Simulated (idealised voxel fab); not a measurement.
process module | voxel capacitor over wiring
cross-section cut | 300 nm wide | cells 5 nm
A cross-section is a grid of square cells, given in bands from the top down. A band is one or more rows of cells.
Each band's line starts with the height of the band's top and of its bottom, in nm. Then come its materials from left to right, each with its width in nm. One material with "throughout" fills the band from edge to edge. "air" is empty space.
Height 0 is the level under which the wafer as received is all one material. The lowest band goes on downwards, as in "0 down".
A width such as "30 to 40" changes by the same amount from each row of cells to the next, from the band's top row to its bottom row.
"no change" after a step means that no cell of the cross-section changed.
closed voids: empty space of 8 cells or more with no open way to the top, each as width x height at its distance from the left edge, in nm
after a step's settings: what the simulator itself notes on the step
overlay nm, on a step with a mask: how far to the right of its planned place the mask lay; to the left if negative
plan
1 op RECEIVE | material Si
2 op CONFORMAL_DEP | material SiO2 | thk nm 10
3 op DIRECTIONAL_DEP | material TiN | thk nm 5
4 op DIRECTIONAL_DEP | material W | thk nm 20
5 op DIRECTIONAL_DEP | material aC | thk nm 15
6 op PATTERN | tone cover | mask id METAL_1 | material resist | width nm 30 | pitch nm 95 | thk nm 35 | overlay nm 0
7 op DIRECTIONAL_ETCH | etch materials aC | depth nm 15
8 op STRIP | etch materials resist
9 op DIRECTIONAL_ETCH | etch materials W | depth nm 20
10 op DIRECTIONAL_ETCH | etch materials TiN | depth nm 5
11 op STRIP | etch materials aC
12 op FILL_DEP | material SiO2 | thk nm 5
13 op CMP | height nm 35
14 op CONFORMAL_DEP | material SiCN | thk nm 5
15 op DIRECTIONAL_DEP | material lowk | thk nm 20
16 op PATTERN | tone open | mask id PLUG_1 | material resist | width nm 15 | thk nm 20 | overlay nm 0
17 op DIRECTIONAL_ETCH | etch materials lowk | depth nm 20
18 op DIRECTIONAL_ETCH | etch materials SiCN | depth nm 5
19 op STRIP | etch materials resist
20 op CONFORMAL_DEP | material TiN | thk nm 5
21 op FILL_DEP | material Cu | thk nm 5
22 op CMP | height nm 60
23 op DIRECTIONAL_DEP | material TiN | thk nm 10
24 op DIRECTIONAL_DEP | material HfO2 | thk nm 5
25 op DIRECTIONAL_DEP | material TiN | thk nm 5
26 op PATTERN | tone cover | mask id UPPER_PLATE | material resist | width nm 70 | thk nm 20 | overlay nm 0
27 op DIRECTIONAL_ETCH | etch materials TiN | depth nm 5
28 op DIRECTIONAL_ETCH | etch materials HfO2 | depth nm 5
29 op STRIP | etch materials resist
30 op DIRECTIONAL_DEP | material aC | thk nm 15
31 op PATTERN | tone cover | mask id LOWER_PLATE | material resist | width nm 80 | thk nm 30 | overlay nm 0
32 op DIRECTIONAL_ETCH | etch materials aC | depth nm 15
33 op STRIP | etch materials resist
34 op DIRECTIONAL_ETCH | etch materials TiN | depth nm 10
35 op STRIP | etch materials aC
36 op FILL_DEP | material SiO2 | thk nm 15
37 op CMP | height nm 90
38 op MASKED_ETCH | tone open | mask id PLUG_2 | width nm 15 | etch materials SiO2 | depth nm 10 | overlay nm 0
39 op CONFORMAL_DEP | material TiN | thk nm 5
40 op FILL_DEP | material Ru | thk nm 10
41 op CMP | height nm 90
42 op CONFORMAL_DEP | material SiN | thk nm 5
as received, after step 1
  0 down: Si throughout
  closed voids: none
a wafer at the end: this start, this plan, one mistake
  95 to 90: SiN throughout
  90 to 85: SiO2 110 | TiN 5 | Ru 5 | TiN 5 | SiO2 175
  85 to 75: SiO2 110 to 100 | TiN 15 to 70 | SiO2 175 to 130
  75 to 70: SiO2 100 | HfO2 70 | SiO2 130
  70 to 60: SiO2 95 | TiN 80 | SiO2 125
  60 to 40: lowk 95 | TiN 5 | Cu 15 | TiN 5 | lowk 180
  40 to 35: SiCN 95 | TiN 25 | SiCN 180
  35 to 15: SiO2 85 | W 30 | SiO2 65 | W 30 | SiO2 90
  15 to 10: SiO2 85 | TiN 30 | SiO2 65 | TiN 30 | SiO2 90
  10 to 0: SiO2 throughout
  0 down: Si throughout
  closed voids: none
what went wrong: step 16 ran as: op PATTERN | tone open | mask id PLUG_1 | material resist | width nm 25 | thk nm 20 | overlay nm 0
